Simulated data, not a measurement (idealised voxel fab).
process module | voxel air gaps
cross-section cut | 215 nm wide | cells 5 nm
A cross-section is a grid of square cells, given in bands from the top down. A band is one or more rows of cells.
Each band's line starts with the height of the band's top and of its bottom, in nm. Then come its materials from left to right, each with its width in nm. One material with "throughout" fills the band from edge to edge. "air" is empty space.
Height 0 is the level under which the wafer as received is all one material. The lowest band goes on downwards, as in "0 down".
A width such as "30 to 40" changes by the same amount from each row of cells to the next, from the band's top row to its bottom row.
"no change" after a step means that no cell of the cross-section changed.
closed voids: empty space of 8 cells or more with no open way to the top, each as width x height at its distance from the left edge, in nm
after a step's settings: what the simulator itself notes on the step
overlay nm, on a step with a mask: how far to the right of its planned place the mask lay; to the left if negative
plan
1 op RECEIVE | material Si
2 op CONFORMAL_DEP | material SiO2 | thk nm 10
3 op CONFORMAL_DEP | material SiN | thk nm 5
4 op DIRECTIONAL_DEP | material SiO2 | thk nm 40
5 op DIRECTIONAL_DEP | material aC | thk nm 10
6 op PATTERN | tone open | mask id LINES | material resist | width nm 20 | pitch nm 45 | thk nm 25 | overlay nm 0
7 op DIRECTIONAL_ETCH | etch materials aC | depth nm 10
8 op STRIP | etch materials resist
9 op DIRECTIONAL_ETCH | etch materials SiO2 | depth nm 40
10 op STRIP | etch materials aC
11 op CONFORMAL_DEP | material TiN | thk nm 5
12 op FILL_DEP | material Ru | thk nm 5
13 op CMP | height nm 55
14 op EPI | material Ru | thk nm 10
15 op SELECTIVE_ETCH | etch materials SiO2 | depth nm 50
16 op CONFORMAL_DEP | material SiN | thk nm 5
as received, after step 1
  0 down: Si throughout
  closed voids: none
first wafer at the end, as planned
  70 to 65: air 15 | SiN 185 | air 15
  65 to 55: air 15 | SiN 5 | Ru 40 | SiN 5 | Ru 40 | SiN 5 | Ru 40 | SiN 5 | Ru 40 | SiN 5 | air 15
  55 to 50: air 15 | SiN 15 | TiN 5 | Ru 10 | TiN 5 | SiN 25 | TiN 5 | Ru 10 | TiN 5 | SiN 25 | TiN 5 | Ru 10 | TiN 5 | SiN 25 | TiN 5 | Ru 10 | TiN 5 | SiN 15 | air 15
  50 to 20: air 25 | SiN 5 | TiN 5 | Ru 10 | TiN 5 | SiN 5 | air 15 | SiN 5 | TiN 5 | Ru 10 | TiN 5 | SiN 5 | air 15 | SiN 5 | TiN 5 | Ru 10 | TiN 5 | SiN 5 | air 15 | SiN 5 | TiN 5 | Ru 10 | TiN 5 | SiN 5 | air 25
  20 to 15: SiN 30 | TiN 20 | SiN 25 | TiN 20 | SiN 25 | TiN 20 | SiN 25 | TiN 20 | SiN 30
  15 to 10: SiN throughout
  10 to 0: SiO2 throughout
  0 down: Si throughout
  closed voids: 15 x 30 at 55; 15 x 30 at 100; 15 x 30 at 145
second wafer at the end: like start, like plan, one mistake
  70 to 65: air 15 | SiN 185 | air 15
  65 to 55: air 15 | SiN 5 | Ru 40 | SiN 5 | Ru 40 | SiN 5 | Ru 40 | SiN 5 | Ru 40 | SiN 5 | air 15
  55 to 50: air 15 | SiN 15 | TiN 5 | Ru 10 | TiN 5 | SiN 25 | TiN 5 | Ru 10 | TiN 5 | SiN 25 | TiN 5 | Ru 10 | TiN 5 | SiN 25 | TiN 5 | Ru 10 | TiN 5 | SiN 15 | air 15
  50 to 30: air 25 | SiN 5 | TiN 5 | Ru 10 | TiN 5 | SiN 5 | air 15 | SiN 5 | TiN 5 | Ru 10 | TiN 5 | SiN 5 | air 15 | SiN 5 | TiN 5 | Ru 10 | TiN 5 | SiN 5 | air 15 | SiN 5 | TiN 5 | Ru 10 | TiN 5 | SiN 5 | air 25
  30 to 25: SiN 30 | TiN 20 | SiN 25 | TiN 20 | SiN 25 | TiN 20 | SiN 25 | TiN 20 | SiN 30
  25 to 10: SiN throughout
  10 to 0: SiO2 throughout
  0 down: Si throughout
  closed voids: 15 x 20 at 55; 15 x 20 at 100; 15 x 20 at 145
what went wrong: step 3 ran as: op CONFORMAL_DEP | material SiN | thk nm 15
at the end the second wafer has, in cells: 16 fewer of Ru | 70 more of SiN | 16 fewer of TiN
